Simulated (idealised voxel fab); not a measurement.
The process module that follows is named voxel ribs on slabs.
The cross-section on display is named cut; it measures 255 nm wide, and its cells are 5 nm squares.
Throughout this document, each cross-section is represented as a grid of square cells and is presented as a sequence of bands enumerated from the top downward, where a band comprises one or more rows of cells. What a band's entry tells you: where the top is and where the bottom is, as heights in nm, and after that what lies inside, material by material from left to right, each with its width in nm. Empty space is written as the word "blank", and a single material marked with the word "throughout" occupies the band from edge to edge. Height reference: 0 = level under which incoming wafer is all one material. Lowest band: no bottom, runs on downward, e.g. "0 and below". With a width like "30 to 40", each row of cells in the band differs from the next by the same amount, the top row carrying the first number and the bottom row the second. When a step is marked "no alterations made", none of the cells in the cross-section changed during that step. The entry "Sealed voids" lists the empty spaces that cover at least 8 cells and have no open path to the top. Each is written as width x height at distance, where the distance is measured from the left edge and all three values are in nm. On each step's line, the part that comes after the settings is the simulator's own comment on the step. A step's line can hold "overlay nm"; with a mask on that step, the setting says how far right of the planned place the mask lay, while a negative setting says it lay to the left.

These are the steps we planned for the process:
step 1: RECEIVE,material Si
step 2: DIRECTIONAL_DEP,material SiO2,thk nm 30
step 3: DIRECTIONAL_DEP,material SiN,thk nm 15
step 4: MASKED_ETCH,tone cover,mask id RIB,width nm 20,etch materials SiN,depth nm 5,overlay nm 0
step 5: PATTERN,tone cover,mask id SLAB,material resist,width nm 70,thk nm 20,overlay nm 0
step 6: DIRECTIONAL_ETCH,etch materials SiN,depth nm 10
step 7: STRIP,etch materials resist
step 8: FILL_DEP,material SiO2,thk nm 25
step 9: CMP,height nm 60
step 10: DIRECTIONAL_DEP,material W,thk nm 10
step 11: DIRECTIONAL_DEP,material aC,thk nm 15
step 12: PATTERN,tone cover,mask id HEATER,material resist,width nm 30,thk nm 35,overlay nm 0
step 13: DIRECTIONAL_ETCH,etch materials aC,depth nm 15
step 14: STRIP,etch materials resist
step 15: DIRECTIONAL_ETCH,etch materials W,depth nm 10
step 16: STRIP,etch materials aC
step 17: CONFORMAL_DEP,material SiO2,thk nm 5

First wafer, as planned:

So this is the incoming wafer in cross-section - it's already been through step 1:
0 and below | Si throughout
Sealed voids: none

The wafer in cross-section once step 2 is complete:
30 down to 0 | SiO2 throughout
Under the height 0 nothing was changed.

The wafer in cross-section once step 3 is complete:
45 down to 30 | SiN throughout
Under the height 30 nothing was changed.

The wafer in cross-section once step 4 is complete:
45 down to 40 | blank=115, then SiN=20, then blank=120
Under the height 40 nothing was changed.

The wafer in cross-section once step 5 is complete:
65 down to 45 | blank=90, then resist=70, then blank=95
45 down to 40 | blank=90, then resist=25, then SiN=20, then resist=25, then blank=95
Under the height 40 nothing was changed.

The wafer in cross-section once step 6 is complete:
65 down to 45 | blank=90, then resist=70, then blank=95
45 down to 40 | blank=90, then resist=25, then SiN=20, then resist=25, then blank=95
40 down to 30 | blank=90, then SiN=70, then blank=95
Under the height 30 nothing was changed.

The wafer in cross-section once step 7 is complete:
45 down to 40 | blank=115, then SiN=20, then blank=120
Under the height 40 nothing was changed.

The wafer in cross-section once step 8 is complete:
70 down to 45 | SiO2 throughout
45 down to 40 | SiO2=115, then SiN=20, then SiO2=120
40 down to 30 | SiO2=90, then SiN=70, then SiO2=95
Under the height 30 nothing was changed.

The wafer in cross-section once step 9 is complete:
60 down to 45 | SiO2 throughout
Under the height 45 nothing was changed.

The wafer in cross-section once step 10 is complete:
70 down to 60 | W throughout
Under the height 60 nothing was changed.

The wafer in cross-section once step 11 is complete:
85 down to 70 | aC throughout
Under the height 70 nothing was changed.

The wafer in cross-section once step 12 is complete:
120 down to 85 | blank=110, then resist=30, then blank=115
Under the height 85 nothing was changed.

The wafer in cross-section once step 13 is complete:
105 down to 85 | blank=110, then resist=30, then blank=115
85 down to 70 | blank=110, then aC=30, then blank=115
Under the height 70 nothing was changed.

The wafer in cross-section once step 14 is complete:
85 down to 70 | blank=110, then aC=30, then blank=115
Under the height 70 nothing was changed.

The wafer in cross-section once step 15 is complete:
85 down to 70 | blank=110, then aC=30, then blank=115
70 down to 60 | blank=110, then W=30, then blank=115
Under the height 60 nothing was changed.

The wafer in cross-section once step 16 is complete:
70 down to 60 | blank=110, then W=30, then blank=115
Under the height 60 nothing was changed.

The wafer in cross-section once step 17 is complete:
75 down to 70 | blank=105, then SiO2=40, then blank=110
70 down to 65 | blank=105, then SiO2=5, then W=30, then SiO2=5, then blank=110
65 down to 60 | SiO2=110, then W=30, then SiO2=115
Under the height 60 nothing was changed.

Notes, second wafer: start = first wafer's, plan = first wafer's, execution had one mistake; history identical to first through step 4:

Cross-section: second wafer, time at which step 5 was scheduled to end:
65 down to 45 | blank=95, then resist=70, then blank=90
45 down to 40 | blank=95, then resist=20, then SiN=20, then resist=30, then blank=90
Under the height 40 nothing was changed.

Cross-section: second wafer, time at which step 6 was scheduled to end:
65 down to 45 | blank=95, then resist=70, then blank=90
45 down to 40 | blank=95, then resist=20, then SiN=20, then resist=30, then blank=90
40 down to 30 | blank=95, then SiN=70, then blank=90
Under the height 30 nothing was changed.

Cross-section: second wafer, time at which step 7 was scheduled to end:
45 down to 40 | blank=115, then SiN=20, then blank=120
Under the height 40 nothing was changed.

Cross-section: second wafer, time at which step 8 was scheduled to end:
70 down to 45 | SiO2 throughout
45 down to 40 | SiO2=115, then SiN=20, then SiO2=120
40 down to 30 | SiO2=95, then SiN=70, then SiO2=90
Under the height 30 nothing was changed.

Cross-section: second wafer, time at which step 9 was scheduled to end:
60 down to 45 | SiO2 throughout
Under the height 45 nothing was changed.

Cross-section: second wafer, time at which step 10 was scheduled to end:
70 down to 60 | W throughout
Under the height 60 nothing was changed.

Cross-section: second wafer, time at which step 11 was scheduled to end:
85 down to 70 | aC throughout
Under the height 70 nothing was changed.

Cross-section: second wafer, time at which step 12 was scheduled to end:
120 down to 85 | blank=110, then resist=30, then blank=115
Under the height 85 nothing was changed.

Cross-section: second wafer, time at which step 13 was scheduled to end:
105 down to 85 | blank=110, then resist=30, then blank=115
85 down to 70 | blank=110, then aC=30, then blank=115
Under the height 70 nothing was changed.

Cross-section: second wafer, time at which step 14 was scheduled to end:
85 down to 70 | blank=110, then aC=30, then blank=115
Under the height 70 nothing was changed.

Cross-section: second wafer, time at which step 15 was scheduled to end:
85 down to 70 | blank=110, then aC=30, then blank=115
70 down to 60 | blank=110, then W=30, then blank=115
Under the height 60 nothing was changed.

Cross-section: second wafer, time at which step 16 was scheduled to end:
70 down to 60 | blank=110, then W=30, then blank=115
Under the height 60 nothing was changed.

Cross-section: second wafer, time at which step 17 was scheduled to end:
75 down to 70 | blank=105, then SiO2=40, then blank=110
70 down to 65 | blank=105, then SiO2=5, then W=30, then SiO2=5, then blank=110
65 down to 60 | SiO2=110, then W=30, then SiO2=115
Under the height 60 nothing was changed.
Diagnosis: contrary to plan, step 5 was performed as PATTERN,tone cover,mask id SLAB,material resist,width nm 70,thk nm 20,overlay nm 5
Heads up: at the end the two wafers have identical cell counts per material, they're just laid out differently.
